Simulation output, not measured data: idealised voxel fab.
process module | voxel released beams
cross-section cut | 200 nm wide | cells 5 nm
A cross-section is a grid of square cells, given in bands from the top down. A band is one or more rows of cells.
Each band's line starts with the height of the band's top and of its bottom, in nm. Then come its materials from left to right, each with its width in nm. One material with "throughout" fills the band from edge to edge. "air" is empty space.
Height 0 is the level under which the wafer as received is all one material. The lowest band goes on downwards, as in "0 down".
A width such as "30 to 40" changes by the same amount from each row of cells to the next, from the band's top row to its bottom row.
"no change" after a step means that no cell of the cross-section changed.
closed voids: empty space of 8 cells or more with no open way to the top, each as width x height at its distance from the left edge, in nm
after a step's settings: what the simulator itself notes on the step
overlay nm, on a step with a mask: how far to the right of its planned place the mask lay; to the left if negative
plan
1 op RECEIVE | material Si
2 op CONFORMAL_DEP | material SiN | thk nm 5
3 op DIRECTIONAL_DEP | material SiO2 | thk nm 20
4 op MASKED_ETCH | tone open | mask id ANCHOR | width nm 35 | etch materials SiO2 | depth nm 20 | overlay nm 0
5 op CONFORMAL_DEP | material TiN | thk nm 15
6 op DIRECTIONAL_DEP | material aC | thk nm 15
7 op PATTERN | tone cover | mask id BEAM | material resist | width nm 90 | thk nm 30 | overlay nm 0
8 op DIRECTIONAL_ETCH | etch materials aC | depth nm 15
9 op STRIP | etch materials resist
10 op DIRECTIONAL_ETCH | etch materials TiN | depth nm 15
11 op STRIP | etch materials aC
12 op STRIP | etch materials SiO2
first wafer, as planned
as received, after step 1
  0 down: Si throughout
  closed voids: none
after step 2
  5 to 0: SiN throughout
  below 0: unchanged
after step 3
  25 to 5: SiO2 throughout
  below 5: unchanged
after step 4
  25 to 5: SiO2 55 | air 35 | SiO2 110
  below 5: unchanged
after step 5
  40 to 25: TiN 70 | air 5 | TiN 125
  25 to 20: SiO2 55 | TiN 15 | air 5 | TiN 15 | SiO2 110
  20 to 5: SiO2 55 | TiN 35 | SiO2 110
  below 5: unchanged
after step 6
  55 to 40: aC 70 | air 5 | aC 125
  40 to 35: TiN 70 | air 5 | TiN 125
  35 to 25: TiN 70 | aC 5 | TiN 125
  25 to 20: SiO2 55 | TiN 15 | aC 5 | TiN 15 | SiO2 110
  below 20: unchanged
after step 7
  85 to 55: air 50 | resist 90 | air 60
  55 to 40: aC 70 | resist 5 | aC 125
  40 to 35: TiN 70 | resist 5 | TiN 125
  below 35: unchanged
after step 8
  70 to 55: air 50 | resist 90 | air 60
  55 to 40: air 50 | aC 20 | resist 5 | aC 65 | air 60
  below 40: unchanged
after step 9
  55 to 40: air 50 | aC 20 | air 5 | aC 65 | air 60
  40 to 35: TiN 70 | air 5 | TiN 125
  below 35: unchanged
after step 10
  55 to 40: air 50 | aC 20 | air 5 | aC 65 | air 60
  40 to 35: air 50 | TiN 20 | air 5 | TiN 65 | air 60
  35 to 25: air 50 | TiN 20 | aC 5 | TiN 65 | air 60
  below 25: unchanged
after step 11
  40 to 25: air 50 | TiN 20 | air 5 | TiN 65 | air 60
  25 to 20: SiO2 55 | TiN 15 | air 5 | TiN 15 | SiO2 110
  below 20: unchanged
after step 12
  40 to 25: air 50 | TiN 20 | air 5 | TiN 65 | air 60
  25 to 20: air 55 | TiN 15 | air 5 | TiN 15 | air 110
  20 to 5: air 55 | TiN 35 | air 110
  below 5: unchanged
second wafer: like start, like plan, one mistake. Through step 3 it matches the first wafer
when step 4 should have ended
  25 to 5: air 55 | SiO2 35 | air 110
  below 5: unchanged
when step 5 should have ended
  40 to 25: air 40 | TiN 65 | air 95
  25 to 20: air 40 | TiN 15 | SiO2 35 | TiN 15 | air 95
  20 to 5: TiN 55 | SiO2 35 | TiN 110
  below 5: unchanged
when step 6 should have ended
  55 to 40: air 40 | aC 65 | air 95
  40 to 35: air 40 | TiN 65 | air 95
  35 to 25: aC 40 | TiN 65 | aC 95
  25 to 20: aC 40 | TiN 15 | SiO2 35 | TiN 15 | aC 95
  below 20: unchanged
when step 7 should have ended
  85 to 55: air 50 | resist 90 | air 60
  55 to 40: air 40 | aC 65 | resist 35 | air 60
  40 to 35: air 40 | TiN 65 | resist 35 | air 60
  below 35: unchanged
when step 8 should have ended
  70 to 55: air 50 | resist 90 | air 60
  55 to 40: air 50 | aC 55 | resist 35 | air 60
  40 to 35: air 40 | TiN 65 | resist 35 | air 60
  35 to 25: air 40 | TiN 65 | aC 35 | air 60
  25 to 20: air 40 | TiN 15 | SiO2 35 | TiN 15 | aC 35 | air 60
  below 20: unchanged
when step 9 should have ended
  55 to 40: air 50 | aC 55 | air 95
  40 to 35: air 40 | TiN 65 | air 95
  below 35: unchanged
when step 10 should have ended
  55 to 40: air 50 | aC 55 | air 95
  40 to 35: air 50 | TiN 55 | air 95
  35 to 25: air 50 | TiN 55 | aC 35 | air 60
  25 to 20: air 40 | TiN 15 | SiO2 35 | TiN 15 | aC 35 | air 60
  20 to 5: air 40 | TiN 15 | SiO2 35 | TiN 50 | air 60
  below 5: unchanged
when step 11 should have ended
  40 to 25: air 50 | TiN 55 | air 95
  25 to 20: air 40 | TiN 15 | SiO2 35 | TiN 15 | air 95
  below 20: unchanged
when step 12 should have ended: no change
what went wrong: step 4 ran as: op MASKED_ETCH | tone cover | mask id ANCHOR | width nm 35 | etch materials SiO2 | depth nm 20 | overlay nm 0
at the end the second wafer has, in cells: 28 more of SiO2
